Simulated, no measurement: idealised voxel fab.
The following process module bears the name voxel transistor to metal.
Displayed cross-section: cut, width of 140 nm, square cells sized 5 nm.
A cross-section is a grid of square cells, given in bands from the top down. A band is one or more rows of cells.
Within each band entry, the heights of the top and of the bottom of the band appear first, in that order and in nm; the materials of the band then follow from left to right, each with its corresponding width in nm. The designation "throughout" on a single material indicates that it fills the band from edge to edge; the designation "blank" indicates empty space.
Beneath 0, the wafer as received is one material, and that level is where height counting begins. The lowest band goes on downward without a bottom; it is written like "0 -> down".
Read "30 to 40" as a graded width: first number on top, second number at the bottom, same change between each pair of neighbouring rows.
"remained the same" means the step left every cell of the cross-section as it was.
Listed in "Closed void listing": every empty space of 8 or more cells without an open way to the top. Form: width x height at distance, the distance being from the left edge, all in nm.
Read whatever lies past the settings on a step's line as the simulator's own remark about the step.
For masked steps, "overlay nm" on the step line gives how far right of plan the mask actually lay; a minus sign means it lay to the left.
In what follows, pairs of cross-sections are presented, each taken before and after one process step, with the after cross-section shown only down to the lowest band that was altered; the step, together with its settings, is stated below the pair. The pairs may stem from different runs of this module on the same starting wafer; accordingly, a pair should be taken as continuing from the one above it solely where its entry headed "Before the process" indicates as much.

BEFORE THE PROCESS
	50 -> 35 = blank 60 nm; aC 15 nm; blank 65 nm
	35 -> 25 = polySi 10 nm; blank 50 nm; SiCN 15 nm; blank 50 nm; polySi 15 nm
	25 -> 20 = polySi 10 nm; blank 5 nm; polySi 105 nm; blank 5 nm; polySi 15 nm
	20 -> 10 = polySi throughout
	10 -> 0 = SiO2 10 nm; polySi 115 nm; SiO2 15 nm
	0 -> -5 = SiO2 10 nm; polySi 5 nm; SiO2 105 nm; polySi 5 nm; SiO2 15 nm
	-5 -> -10 = SiO2 20 nm; Si 95 nm; SiO2 25 nm
	-10 -> -30 = SiO2 15 nm; Si 105 nm; SiO2 20 nm
	-30 -> down = Si throughout
	Closed void listing: none

POST-STEP GEOMETRY
	50 -> 35 = blank 60 nm; aC 15 nm; blank 65 nm
	35 -> 25 = blank 60 nm; SiCN 15 nm; blank 65 nm
	25 -> 10 = blank 60 nm; polySi 15 nm; blank 65 nm
	10 -> 0 = SiO2 10 nm; blank 50 nm; polySi 15 nm; blank 50 nm; SiO2 15 nm
	0 -> -5 = SiO2 10 nm; blank 5 nm; SiO2 105 nm; blank 5 nm; SiO2 15 nm
	Below -5, the layers are the same as they were.
	Closed void listing: none
Before/after cross-sections above; step in between: DIRECTIONAL_ETCH [etch materials polySi] [depth nm 35]

Before the process: This step starts from the configuration shown after the step in the pair immediately above.

POST-STEP GEOMETRY
	35 -> 25 = blank 60 nm; SiCN 15 nm; blank 65 nm
	Below 25, the layers are the same as they were.
	Closed void listing: none
Before/after cross-sections above; step in between: STRIP [etch materials aC]

Before the process: This step starts from the configuration shown after the step in the pair immediately above.

POST-STEP GEOMETRY
	45 -> 35 = blank 50 nm; SiN 35 nm; blank 55 nm
	35 -> 25 = blank 50 nm; SiN 10 nm; SiCN 15 nm; SiN 10 nm; blank 55 nm
	25 -> 20 = blank 50 nm; SiN 10 nm; polySi 15 nm; SiN 10 nm; blank 55 nm
	20 -> 10 = SiN 20 nm; blank 30 nm; SiN 10 nm; polySi 15 nm; SiN 10 nm; blank 30 nm; SiN 25 nm
	10 -> 0 = SiO2 10 nm; SiN 50 nm; polySi 15 nm; SiN 50 nm; SiO2 15 nm
	0 -> -5 = SiO2 10 nm; SiN 5 nm; SiO2 105 nm; SiN 5 nm; SiO2 15 nm
	Below -5, the layers are the same as they were.
	Closed void listing: none
Before/after cross-sections above; step in between: CONFORMAL_DEP [material SiN] [thk nm 10]

Before the process: This step starts from the configuration shown after the step in the pair immediately above.

POST-STEP GEOMETRY
	35 -> 25 = blank 50 nm; SiN 10 nm; SiCN 15 nm; SiN 10 nm; blank 55 nm
	25 -> 10 = blank 50 nm; SiN 10 nm; polySi 15 nm; SiN 10 nm; blank 55 nm
	10 -> 0 = SiO2 10 nm; SiN 10 nm; blank 30 nm; SiN 10 nm; polySi 15 nm; SiN 10 nm; blank 30 nm; SiN 10 nm; SiO2 15 nm
	Below 0, the layers are the same as they were.
	Closed void listing: none
Before/after cross-sections above; step in between: DIRECTIONAL_ETCH [etch materials SiN] [depth nm 10]

Before the process: This step starts from the configuration shown after the step in the pair immediately above.

POST-STEP GEOMETRY
	35 -> 25 = blank 50 nm; SiN 10 nm; SiCN 15 nm; SiN 10 nm; blank 55 nm
	25 -> 10 = blank 50 nm; SiN 10 nm; polySi 15 nm; SiN 10 nm; blank 55 nm
	10 -> 5 = blank 10 nm; SiN 10 nm; blank 30 nm; SiN 10 nm; polySi 15 nm; SiN 10 nm; blank 30 nm; SiN 10 nm; blank 15 nm
	5 -> 0 = SiO2 10 nm; SiN 10 nm; blank 30 nm; SiN 10 nm; polySi 15 nm; SiN 10 nm; blank 30 nm; SiN 10 nm; SiO2 15 nm
	0 -> -5 = SiO2 10 nm; SiN 5 nm; SiO2 5 nm; blank 30 nm; SiO2 35 nm; blank 30 nm; SiO2 5 nm; SiN 5 nm; SiO2 15 nm
	Below -5, the layers are the same as they were.
	Closed void listing: none
Before/after cross-sections above; step in between: DIRECTIONAL_ETCH [etch materials SiO2] [depth nm 5]

Before the process: This step starts from the configuration shown after the step in the pair immediately above.

POST-STEP GEOMETRY
	35 -> 25 = blank 50 nm; SiN 10 nm; SiCN 15 nm; SiN 10 nm; blank 55 nm
	25 -> 10 = blank 50 nm; SiN 10 nm; polySi 15 nm; SiN 10 nm; blank 55 nm
	10 -> 5 = blank 10 nm; SiN 10 nm; blank 30 nm; SiN 10 nm; polySi 15 nm; SiN 10 nm; blank 30 nm; SiN 10 nm; blank 15 nm
	5 -> 0 = SiO2 10 nm; SiN 10 nm; blank 30 nm; SiN 10 nm; polySi 15 nm; SiN 10 nm; blank 30 nm; SiN 10 nm; SiO2 15 nm
	0 -> -5 = SiO2 10 nm; SiN 5 nm; SiO2 5 nm; pSi 30 nm; SiO2 35 nm; pSi 30 nm; SiO2 5 nm; SiN 5 nm; SiO2 15 nm
	Below -5, the layers are the same as they were.
	Closed void listing: none
Before/after cross-sections above; step in between: EPI [material pSi] [thk nm 5]

Before the process: This step starts from the configuration shown after the step in the pair immediately above.

POST-STEP GEOMETRY
	40 -> 35 = SiO2 throughout
	35 -> 25 = SiO2 50 nm; SiN 10 nm; SiCN 15 nm; SiN 10 nm; SiO2 55 nm
	25 -> 10 = SiO2 50 nm; SiN 10 nm; polySi 15 nm; SiN 10 nm; SiO2 55 nm
	10 -> 0 = SiO2 10 nm; SiN 10 nm; SiO2 30 nm; SiN 10 nm; polySi 15 nm; SiN 10 nm; SiO2 30 nm; SiN 10 nm; SiO2 15 nm
	Below 0, the layers are the same as they were.
	Closed void listing: none
Before/after cross-sections above; step in between: FILL_DEP [material SiO2] [thk nm 5]

Before the process: This step starts from the configuration shown after the step in the pair immediately above.

POST-STEP GEOMETRY
	35 -> 25 = SiO2 50 nm; SiN 10 nm; SiCN 15 nm; SiN 10 nm; SiO2 55 nm
	Below 25, the layers are the same as they were.
	Closed void listing: none
Before/after cross-sections above; step in between: CMP [height nm 35]

Before the process: This step starts from the configuration shown after the step in the pair immediately above.

POST-STEP GEOMETRY
	45 -> 35 = SiO2 throughout
	Below 35, the layers are the same as they were.
	Closed void listing: none
Before/after cross-sections above; step in between: DIRECTIONAL_DEP [material SiO2] [thk nm 10]

Before the process: This step starts from the configuration shown after the step in the pair immediately above.

POST-STEP GEOMETRY
	60 -> 45 = aC throughout
	Below 45, the layers are the same as they were.
	Closed void listing: none
Before/after cross-sections above; step in between: DIRECTIONAL_DEP [material aC] [thk nm 15]

Before the process: This step starts from the configuration shown after the step in the pair immediately above.

POST-STEP GEOMETRY
	90 -> 60 = resist 25 nm; blank 20 nm; resist 45 nm; blank 20 nm; resist 30 nm
	Below 60, the layers are the same as they were.
	Closed void listing: none
Before/after cross-sections above; step in between: PATTERN [tone open] [mask id CONTACT] [material resist] [width nm 20] [pitch nm 65] [thk nm 30] [overlay nm 0]

Before the process: This step starts from the configuration shown after the step in the pair immediately above.

POST-STEP GEOMETRY
	75 -> 60 = resist 25 nm; blank 20 nm; resist 45 nm; blank 20 nm; resist 30 nm
	60 -> 45 = aC 25 nm; blank 20 nm; aC 45 nm; blank 20 nm; aC 30 nm
	Below 45, the layers are the same as they were.
	Closed void listing: none
Before/after cross-sections above; step in between: DIRECTIONAL_ETCH [etch materials aC] [depth nm 15]

Before the process: This step starts from the configuration shown after the step in the pair immediately above.

POST-STEP GEOMETRY
	60 -> 45 = aC 25 nm; blank 20 nm; aC 45 nm; blank 20 nm; aC 30 nm
	Below 45, the layers are the same as they were.
	Closed void listing: none
Before/after cross-sections above; step in between: STRIP [etch materials resist]

Before the process: This step starts from the configuration shown after the step in the pair immediately above.

POST-STEP GEOMETRY
	60 -> 45 = aC 25 nm; blank 20 nm; aC 45 nm; blank 20 nm; aC 30 nm
	45 -> 35 = SiO2 25 nm; blank 20 nm; SiO2 45 nm; blank 20 nm; SiO2 30 nm
	35 -> 25 = SiO2 25 nm; blank 20 nm; SiO2 5 nm; SiN 10 nm; SiCN 15 nm; SiN 10 nm; SiO2 5 nm; blank 20 nm; SiO2 30 nm
	25 -> 10 = SiO2 25 nm; blank 20 nm; SiO2 5 nm; SiN 10 nm; polySi 15 nm; SiN 10 nm; SiO2 5 nm; blank 20 nm; SiO2 30 nm
	10 -> 0 = SiO2 10 nm; SiN 10 nm; SiO2 5 nm; blank 20 nm; SiO2 5 nm; SiN 10 nm; polySi 15 nm; SiN 10 nm; SiO2 5 nm; blank 20 nm; SiO2 5 nm; SiN 10 nm; SiO2 15 nm
	Below 0, the layers are the same as they were.
	Closed void listing: none
Before/after cross-sections above; step in between: DIRECTIONAL_ETCH [etch materials SiO2] [depth nm 45]

Before the process: This step starts from the configuration shown after the step in the pair immediately above.

POST-STEP GEOMETRY
	45 -> 35 = SiO2 25 nm; blank 20 nm; SiO2 45 nm; blank 20 nm; SiO2 30 nm
	Below 35, the layers are the same as they were.
	Closed void listing: none
Before/after cross-sections above; step in between: STRIP [etch materials aC]

Before the process: This step starts from the configuration shown after the step in the pair immediately above.

POST-STEP GEOMETRY
	50 -> 45 = TiN 30 nm; blank 10 nm; TiN 55 nm; blank 10 nm; TiN 35 nm
	45 -> 35 = SiO2 25 nm; TiN 5 nm; blank 10 nm; TiN 5 nm; SiO2 45 nm; TiN 5 nm; blank 10 nm; TiN 5 nm; SiO2 30 nm
	35 -> 25 = SiO2 25 nm; TiN 5 nm; blank 10 nm; TiN 5 nm; SiO2 5 nm; SiN 10 nm; SiCN 15 nm; SiN 10 nm; SiO2 5 nm; TiN 5 nm; blank 10 nm; TiN 5 nm; SiO2 30 nm
	25 -> 10 = SiO2 25 nm; TiN 5 nm; blank 10 nm; TiN 5 nm; SiO2 5 nm; SiN 10 nm; polySi 15 nm; SiN 10 nm; SiO2 5 nm; TiN 5 nm; blank 10 nm; TiN 5 nm; SiO2 30 nm
	10 -> 5 = SiO2 10 nm; SiN 10 nm; SiO2 5 nm; TiN 5 nm; blank 10 nm; TiN 5 nm; SiO2 5 nm; SiN 10 nm; polySi 15 nm; SiN 10 nm; SiO2 5 nm; TiN 5 nm; blank 10 nm; TiN 5 nm; SiO2 5 nm; SiN 10 nm; SiO2 15 nm
	5 -> 0 = SiO2 10 nm; SiN 10 nm; SiO2 5 nm; TiN 20 nm; SiO2 5 nm; SiN 10 nm; polySi 15 nm; SiN 10 nm; SiO2 5 nm; TiN 20 nm; SiO2 5 nm; SiN 10 nm; SiO2 15 nm
	Below 0, the layers are the same as they were.
	Closed void listing: none
Before/after cross-sections above; step in between: CONFORMAL_DEP [material TiN] [thk nm 5]

Before the process: This step starts from the configuration shown after the step in the pair immediately above.

POST-STEP GEOMETRY
	55 -> 50 = W throughout
	50 -> 45 = TiN 30 nm; W 10 nm; TiN 55 nm; W 10 nm; TiN 35 nm
	45 -> 35 = SiO2 25 nm; TiN 5 nm; W 10 nm; TiN 5 nm; SiO2 45 nm; TiN 5 nm; W 10 nm; TiN 5 nm; SiO2 30 nm
	35 -> 25 = SiO2 25 nm; TiN 5 nm; W 10 nm; TiN 5 nm; SiO2 5 nm; SiN 10 nm; SiCN 15 nm; SiN 10 nm; SiO2 5 nm; TiN 5 nm; W 10 nm; TiN 5 nm; SiO2 30 nm
	25 -> 10 = SiO2 25 nm; TiN 5 nm; W 10 nm; TiN 5 nm; SiO2 5 nm; SiN 10 nm; polySi 15 nm; SiN 10 nm; SiO2 5 nm; TiN 5 nm; W 10 nm; TiN 5 nm; SiO2 30 nm
	10 -> 5 = SiO2 10 nm; SiN 10 nm; SiO2 5 nm; TiN 5 nm; W 10 nm; TiN 5 nm; SiO2 5 nm; SiN 10 nm; polySi 15 nm; SiN 10 nm; SiO2 5 nm; TiN 5 nm; W 10 nm; TiN 5 nm; SiO2 5 nm; SiN 10 nm; SiO2 15 nm
	Below 5, the layers are the same as they were.
	Closed void listing: none
Before/after cross-sections above; step in between: FILL_DEP [material W] [thk nm 5]

Before the process: This step starts from the configuration shown after the step in the pair immediately above.

POST-STEP GEOMETRY
	45 -> 35 = SiO2 25 nm; TiN 5 nm; W 10 nm; TiN 5 nm; SiO2 45 nm; TiN 5 nm; W 10 nm; TiN 5 nm; SiO2 30 nm
	Below 35, the layers are the same as they were.
	Closed void listing: none
Before/after cross-sections above; step in between: CMP [height nm 45]

Before the process: This step starts from the configuration shown after the step in the pair immediately above.

POST-STEP GEOMETRY
	50 -> 45 = TiN throughout
	Below 45, the layers are the same as they were.
	Closed void listing: none
Before/after cross-sections above; step in between: DIRECTIONAL_DEP [material TiN] [thk nm 5]

Before the process: This step starts from the configuration shown after the step in the pair immediately above.

POST-STEP GEOMETRY
	70 -> 50 = W throughout
	Below 50, the layers are the same as they were.
	Closed void listing: none
Before/after cross-sections above; step in between: DIRECTIONAL_DEP [material W] [thk nm 20]

Before the process: This step starts from the configuration shown after the step in the pair immediately above.

POST-STEP GEOMETRY
	70 -> 50 = blank 25 nm; W 20 nm; blank 45 nm; W 20 nm; blank 30 nm
	Below 50, the layers are the same as they were.
	Closed void listing: none
Before/after cross-sections above; step in between: MASKED_ETCH [tone cover] [mask id METAL_1] [width nm 20] [pitch nm 65] [etch materials W] [depth nm 20] [overlay nm 0]

Before the process: This step starts from the configuration shown after the step in the pair immediately above.

POST-STEP GEOMETRY
	70 -> 50 = blank 25 nm; W 20 nm; blank 45 nm; W 20 nm; blank 30 nm
	50 -> 45 = blank 25 nm; TiN 20 nm; blank 45 nm; TiN 20 nm; blank 30 nm
	Below 45, the layers are the same as they were.
	Closed void listing: none
Before/after cross-sections above; step in between: MASKED_ETCH [tone cover] [mask id METAL_1] [width nm 20] [pitch nm 65] [etch materials TiN] [depth nm 5] [overlay nm 0]

Before the process: This step starts from the configuration shown after the step in the pair immediately above.

POST-STEP GEOMETRY
	75 -> 70 = blank 20 nm; SiCN 30 nm; blank 35 nm; SiCN 30 nm; blank 25 nm
	70 -> 50 = blank 20 nm; SiCN 5 nm; W 20 nm; SiCN 5 nm; blank 35 nm; SiCN 5 nm; W 20 nm; SiCN 5 nm; blank 25 nm
	50 -> 45 = SiCN 25 nm; TiN 20 nm; SiCN 45 nm; TiN 20 nm; SiCN 30 nm
	Below 45, the layers are the same as they were.
	Closed void listing: none
Before/after cross-sections above; step in between: CONFORMAL_DEP [material SiCN] [thk nm 5]

Before the process: This step starts from the configuration shown after the step in the pair immediately above.

POST-STEP GEOMETRY
	85 -> 75 = SiO2 throughout
	75 -> 70 = SiO2 20 nm; SiCN 30 nm; SiO2 35 nm; SiCN 30 nm; SiO2 25 nm
	70 -> 50 = SiO2 20 nm; SiCN 5 nm; W 20 nm; SiCN 5 nm; SiO2 35 nm; SiCN 5 nm; W 20 nm; SiCN 5 nm; SiO2 25 nm
	Below 50, the layers are the same as they were.
	Closed void listing: none
Before/after cross-sections above; step in between: FILL_DEP [material SiO2] [thk nm 10]

Before the process: This step starts from the configuration shown after the step in the pair immediately above.

POST-STEP GEOMETRY
	70 -> 50 = SiO2 20 nm; SiCN 5 nm; W 20 nm; SiCN 5 nm; SiO2 35 nm; SiCN 5 nm; W 20 nm; SiCN 5 nm; SiO2 25 nm
	Below 50, the layers are the same as they were.
	Closed void listing: none
Before/after cross-sections above; step in between: CMP [height nm 70]

Before the process: This step starts from the configuration shown after the step in the pair immediately above.

POST-STEP GEOMETRY
	75 -> 70 = SiCN throughout
	Below 70, the layers are the same as they were.
	Closed void listing: none
Before/after cross-sections above; step in between: CONFORMAL_DEP [material SiCN] [thk nm 5]

BEFORE THE PROCESS
	40 -> 20 = blank 15 nm; resist 105 nm; blank 20 nm
	20 -> 5 = blank 15 nm; SiN 105 nm; blank 20 nm
	5 -> 0 = blank 15 nm; SiO2 105 nm; blank 20 nm
	0 -> -30 = blank 15 nm; Si 105 nm; blank 20 nm
	-30 -> down = Si throughout
	Closed void listing: none

POST-STEP GEOMETRY
	40 -> 20 = blank 15 nm; resist 105 nm; blank 20 nm
	20 -> 5 = blank 15 nm; SiN 105 nm; blank 20 nm
	5 -> 0 = blank 15 nm; SiO2 105 nm; blank 20 nm
	0 -> -60 = blank 15 nm; Si 105 nm; blank 20 nm
	Below -60, the layers are the same as they were.
	Closed void listing: none
Before/after cross-sections above; step in between: DIRECTIONAL_ETCH [etch materials Si] [depth nm 30]

Before the process: This step starts from the configuration shown after the step in the pair immediately above.

POST-STEP GEOMETRY
	20 -> 5 = blank 15 nm; SiN 105 nm; blank 20 nm
	Below 5, the layers are the same as they were.
	Closed void listing: none
Before/after cross-sections above; step in between: STRIP [etch materials resist]

Before the process: This step starts from the configuration shown after the step in the pair immediately above.

POST-STEP GEOMETRY
	25 -> 20 = SiO2 throughout
	20 -> 5 = SiO2 15 nm; SiN 105 nm; SiO2 20 nm
	5 -> 0 = SiO2 throughout
	0 -> -60 = SiO2 15 nm; Si 105 nm; SiO2 20 nm
	Below -60, the layers are the same as they were.
	Closed void listing: none
Before/after cross-sections above; step in between: FILL_DEP [material SiO2] [thk nm 5]

Before the process: This step starts from the configuration shown after the step in the pair immediately above.

POST-STEP GEOMETRY
	20 -> 5 = SiO2 15 nm; SiN 105 nm; SiO2 20 nm
	Below 5, the layers are the same as they were.
	Closed void listing: none
Before/after cross-sections above; step in between: CMP [height nm 20]

Before the process: This step starts from the configuration shown after the step in the pair immediately above.

POST-STEP GEOMETRY
	20 -> 15 = blank 15 nm; SiN 105 nm; blank 20 nm
	Below 15, the layers are the same as they were.
	Closed void listing: none
Before/after cross-sections above; step in between: SELECTIVE_ETCH [etch materials SiO2] [depth nm 5]

Before the process: This step starts from the configuration shown after the step in the pair immediately above.

POST-STEP GEOMETRY
	15 -> 5 = SiO2 15 nm; blank 105 nm; SiO2 20 nm
	Below 5, the layers are the same as they were.
	Closed void listing: none
Before/after cross-sections above; step in between: STRIP [etch materials SiN]

Before the process: This step starts from the configuration shown after the step in the pair immediately above.

POST-STEP GEOMETRY
	10 -> 0 = SiO2 10 nm; blank 115 nm; SiO2 15 nm
	Below 0, the layers are the same as they were.
	Closed void listing: none
Before/after cross-sections above; step in between: SELECTIVE_ETCH [etch materials SiO2] [depth nm 5]

Before the process: This step starts from the configuration shown after the step in the pair immediately above.

POST-STEP GEOMETRY
	10 -> 0 = SiO2 10 nm; blank 115 nm; SiO2 15 nm
	0 -> -5 = SiO2 throughout
	Below -5, the layers are the same as they were.
	Closed void listing: none
Before/after cross-sections above; step in between: OXIDIZE [depth nm 5]

Before the process: This step starts from the configuration shown after the step in the pair immediately above.

POST-STEP GEOMETRY
	35 -> 25 = polySi 10 nm; blank 115 nm; polySi 15 nm
	25 -> 10 = polySi throughout
	10 -> 0 = SiO2 10 nm; polySi 115 nm; SiO2 15 nm
	Below 0, the layers are the same as they were.
	Closed void listing: none
Before/after cross-sections above; step in between: DIRECTIONAL_DEP [material polySi] [thk nm 25]

Before the process: This step starts from the configuration shown after the step in the pair immediately above.

POST-STEP GEOMETRY
	45 -> 35 = SiCN 10 nm; blank 115 nm; SiCN 15 nm
	35 -> 25 = polySi 10 nm; SiCN 115 nm; polySi 15 nm
	Below 25, the layers are the same as they were.
	Closed void listing: none
Before/after cross-sections above; step in between: DIRECTIONAL_DEP [material SiCN] [thk nm 10]

Before the process: This step starts from the configuration shown after the step in the pair immediately above.

POST-STEP GEOMETRY
	60 -> 50 = aC 10 nm; blank 115 nm; aC 15 nm
	50 -> 45 = aC throughout
	45 -> 35 = SiCN 10 nm; aC 115 nm; SiCN 15 nm
	Below 35, the layers are the same as they were.
	Closed void listing: none
Before/after cross-sections above; step in between: DIRECTIONAL_DEP [material aC] [thk nm 15]

Before the process: This step starts from the configuration shown after the step in the pair immediately above.

POST-STEP GEOMETRY
	90 -> 60 = blank 60 nm; resist 15 nm; blank 65 nm
	60 -> 50 = aC 10 nm; blank 50 nm; resist 15 nm; blank 50 nm; aC 15 nm
	Below 50, the layers are the same as they were.
	Closed void listing: none
Before/after cross-sections above; step in between: PATTERN [tone cover] [mask id GATE] [material resist] [width nm 15] [thk nm 30] [overlay nm 0]

Before the process: This step starts from the configuration shown after the step in the pair immediately above.

POST-STEP GEOMETRY
	75 -> 50 = blank 60 nm; resist 15 nm; blank 65 nm
	50 -> 45 = blank 60 nm; aC 15 nm; blank 65 nm
	45 -> 35 = SiCN 10 nm; blank 50 nm; aC 15 nm; blank 50 nm; SiCN 15 nm
	Below 35, the layers are the same as they were.
	Closed void listing: none
Before/after cross-sections above; step in between: DIRECTIONAL_ETCH [etch materials aC] [depth nm 15]

Before the process: This step starts from the configuration shown after the step in the pair immediately above.

POST-STEP GEOMETRY
	50 -> 45 = blank 60 nm; aC 15 nm; blank 65 nm
	Below 45, the layers are the same as they were.
	Closed void listing: none
Before/after cross-sections above; step in between: STRIP [etch materials resist]

Before the process: This step starts from the configuration shown after the step in the pair immediately above.

POST-STEP GEOMETRY
	50 -> 35 = blank 60 nm; aC 15 nm; blank 65 nm
	35 -> 25 = polySi 10 nm; blank 50 nm; SiCN 15 nm; blank 50 nm; polySi 15 nm
	Below 25, the layers are the same as they were.
	Closed void listing: none
Before/after cross-sections above; step in between: DIRECTIONAL_ETCH [etch materials SiCN] [depth nm 20]

Before the process: This step starts from the configuration shown after the step in the pair immediately above.

POST-STEP GEOMETRY
	50 -> 35 = blank 60 nm; aC 15 nm; blank 65 nm
	35 -> 25 = blank 60 nm; SiCN 15 nm; blank 65 nm
	25 -> 10 = blank 60 nm; polySi 15 nm; blank 65 nm
	10 -> 0 = SiO2 10 nm; blank 50 nm; polySi 15 nm; blank 50 nm; SiO2 15 nm
	Below 0, the layers are the same as they were.
	Closed void listing: none
Before/after cross-sections above; step in between: DIRECTIONAL_ETCH [etch materials polySi] [depth nm 35]

Before the process: This step starts from the configuration shown after the step in the pair immediately above.

POST-STEP GEOMETRY
	35 -> 25 = blank 60 nm; SiCN 15 nm; blank 65 nm
	Below 25, the layers are the same as they were.
	Closed void listing: none
Before/after cross-sections above; step in between: STRIP [etch materials aC]

Before the process: This step starts from the configuration shown after the step in the pair immediately above.

POST-STEP GEOMETRY
	45 -> 35 = blank 50 nm; SiN 35 nm; blank 55 nm
	35 -> 25 = blank 50 nm; SiN 10 nm; SiCN 15 nm; SiN 10 nm; blank 55 nm
	25 -> 20 = blank 50 nm; SiN 10 nm; polySi 15 nm; SiN 10 nm; blank 55 nm
	20 -> 10 = SiN 20 nm; blank 30 nm; SiN 10 nm; polySi 15 nm; SiN 10 nm; blank 30 nm; SiN 25 nm
	10 -> 0 = SiO2 10 nm; SiN 50 nm; polySi 15 nm; SiN 50 nm; SiO2 15 nm
	Below 0, the layers are the same as they were.
	Closed void listing: none
Before/after cross-sections above; step in between: CONFORMAL_DEP [material SiN] [thk nm 10]

Before the process: This step starts from the configuration shown after the step in the pair immediately above.

POST-STEP GEOMETRY
	35 -> 25 = blank 50 nm; SiN 10 nm; SiCN 15 nm; SiN 10 nm; blank 55 nm
	25 -> 10 = blank 50 nm; SiN 10 nm; polySi 15 nm; SiN 10 nm; blank 55 nm
	10 -> 0 = SiO2 10 nm; SiN 10 nm; blank 30 nm; SiN 10 nm; polySi 15 nm; SiN 10 nm; blank 30 nm; SiN 10 nm; SiO2 15 nm
	Below 0, the layers are the same as they were.
	Closed void listing: none
Before/after cross-sections above; step in between: DIRECTIONAL_ETCH [etch materials SiN] [depth nm 10]

Before the process: This step starts from the configuration shown after the step in the pair immediately above.

POST-STEP GEOMETRY
	35 -> 25 = blank 50 nm; SiN 10 nm; SiCN 15 nm; SiN 10 nm; blank 55 nm
	25 -> 10 = blank 50 nm; SiN 10 nm; polySi 15 nm; SiN 10 nm; blank 55 nm
	10 -> 5 = blank 10 nm; SiN 10 nm; blank 30 nm; SiN 10 nm; polySi 15 nm; SiN 10 nm; blank 30 nm; SiN 10 nm; blank 15 nm
	5 -> 0 = SiO2 10 nm; SiN 10 nm; blank 30 nm; SiN 10 nm; polySi 15 nm; SiN 10 nm; blank 30 nm; SiN 10 nm; SiO2 15 nm
	0 -> -5 = SiO2 20 nm; blank 30 nm; SiO2 35 nm; blank 30 nm; SiO2 25 nm
	Below -5, the layers are the same as they were.
	Closed void listing: none
Before/after cross-sections above; step in between: DIRECTIONAL_ETCH [etch materials SiO2] [depth nm 5]

Before the process: This step starts from the configuration shown after the step in the pair immediately above.

POST-STEP GEOMETRY
	35 -> 25 = blank 50 nm; SiN 10 nm; SiCN 15 nm; SiN 10 nm; blank 55 nm
	25 -> 10 = blank 50 nm; SiN 10 nm; polySi 15 nm; SiN 10 nm; blank 55 nm
	10 -> 5 = blank 10 nm; SiN 10 nm; blank 30 nm; SiN 10 nm; polySi 15 nm; SiN 10 nm; blank 30 nm; SiN 10 nm; blank 15 nm
	5 -> 0 = SiO2 10 nm; SiN 10 nm; blank 30 nm; SiN 10 nm; polySi 15 nm; SiN 10 nm; blank 30 nm; SiN 10 nm; SiO2 15 nm
	0 -> -5 = SiO2 20 nm; pSi 30 nm; SiO2 35 nm; pSi 30 nm; SiO2 25 nm
	Below -5, the layers are the same as they were.
	Closed void listing: none
Before/after cross-sections above; step in between: EPI [material pSi] [thk nm 5]

Before the process: This step starts from the configuration shown after the step in the pair immediately above.

POST-STEP GEOMETRY
	40 -> 35 = SiO2 throughout
	35 -> 25 = SiO2 50 nm; SiN 10 nm; SiCN 15 nm; SiN 10 nm; SiO2 55 nm
	25 -> 10 = SiO2 50 nm; SiN 10 nm; polySi 15 nm; SiN 10 nm; SiO2 55 nm
	10 -> 0 = SiO2 10 nm; SiN 10 nm; SiO2 30 nm; SiN 10 nm; polySi 15 nm; SiN 10 nm; SiO2 30 nm; SiN 10 nm; SiO2 15 nm
	Below 0, the layers are the same as they were.
	Closed void listing: none
Before/after cross-sections above; step in between: FILL_DEP [material SiO2] [thk nm 5]

Before the process: This step starts from the configuration shown after the step in the pair immediately above.

POST-STEP GEOMETRY
	35 -> 25 = SiO2 50 nm; SiN 10 nm; SiCN 15 nm; SiN 10 nm; SiO2 55 nm
	Below 25, the layers are the same as they were.
	Closed void listing: none
Before/after cross-sections above; step in between: CMP [height nm 35]

Before the process: This step starts from the configuration shown after the step in the pair immediately above.

POST-STEP GEOMETRY
	45 -> 35 = SiO2 throughout
	Below 35, the layers are the same as they were.
	Closed void listing: none
Before/after cross-sections above; step in between: DIRECTIONAL_DEP [material SiO2] [thk nm 10]

Before the process: This step starts from the configuration shown after the step in the pair immediately above.

POST-STEP GEOMETRY
	60 -> 45 = aC throughout
	Below 45, the layers are the same as they were.
	Closed void listing: none
Before/after cross-sections above; step in between: DIRECTIONAL_DEP [material aC] [thk nm 15]

Before the process: This step starts from the configuration shown after the step in the pair immediately above.

POST-STEP GEOMETRY
	90 -> 60 = resist 25 nm; blank 20 nm; resist 45 nm; blank 20 nm; resist 30 nm
	Below 60, the layers are the same as they were.
	Closed void listing: none
Before/after cross-sections above; step in between: PATTERN [tone open] [mask id CONTACT] [material resist] [width nm 20] [pitch nm 65] [thk nm 30] [overlay nm 0]

Before the process: This step starts from the configuration shown after the step in the pair immediately above.

POST-STEP GEOMETRY
	75 -> 60 = resist 25 nm; blank 20 nm; resist 45 nm; blank 20 nm; resist 30 nm
	60 -> 45 = aC 25 nm; blank 20 nm; aC 45 nm; blank 20 nm; aC 30 nm
	Below 45, the layers are the same as they were.
	Closed void listing: none
Before/after cross-sections above; step in between: DIRECTIONAL_ETCH [etch materials aC] [depth nm 15]

Before the process: This step starts from the configuration shown after the step in the pair immediately above.

POST-STEP GEOMETRY
	60 -> 45 = aC 25 nm; blank 20 nm; aC 45 nm; blank 20 nm; aC 30 nm
	Below 45, the layers are the same as they were.
	Closed void listing: none
Before/after cross-sections above; step in between: STRIP [etch materials resist]

Before the process: This step starts from the configuration shown after the step in the pair immediately above.

POST-STEP GEOMETRY
	60 -> 45 = aC 25 nm; blank 20 nm; aC 45 nm; blank 20 nm; aC 30 nm
	45 -> 35 = SiO2 25 nm; blank 20 nm; SiO2 45 nm; blank 20 nm; SiO2 30 nm
	35 -> 25 = SiO2 25 nm; blank 20 nm; SiO2 5 nm; SiN 10 nm; SiCN 15 nm; SiN 10 nm; SiO2 5 nm; blank 20 nm; SiO2 30 nm
	25 -> 10 = SiO2 25 nm; blank 20 nm; SiO2 5 nm; SiN 10 nm; polySi 15 nm; SiN 10 nm; SiO2 5 nm; blank 20 nm; SiO2 30 nm
	10 -> 0 = SiO2 10 nm; SiN 10 nm; SiO2 5 nm; blank 20 nm; SiO2 5 nm; SiN 10 nm; polySi 15 nm; SiN 10 nm; SiO2 5 nm; blank 20 nm; SiO2 5 nm; SiN 10 nm; SiO2 15 nm
	Below 0, the layers are the same as they were.
	Closed void listing: none
Before/after cross-sections above; step in between: DIRECTIONAL_ETCH [etch materials SiO2] [depth nm 45]

Before the process: This step starts from the configuration shown after the step in the pair immediately above.

POST-STEP GEOMETRY
	45 -> 35 = SiO2 25 nm; blank 20 nm; SiO2 45 nm; blank 20 nm; SiO2 30 nm
	Below 35, the layers are the same as they were.
	Closed void listing: none
Before/after cross-sections above; step in between: STRIP [etch materials aC]
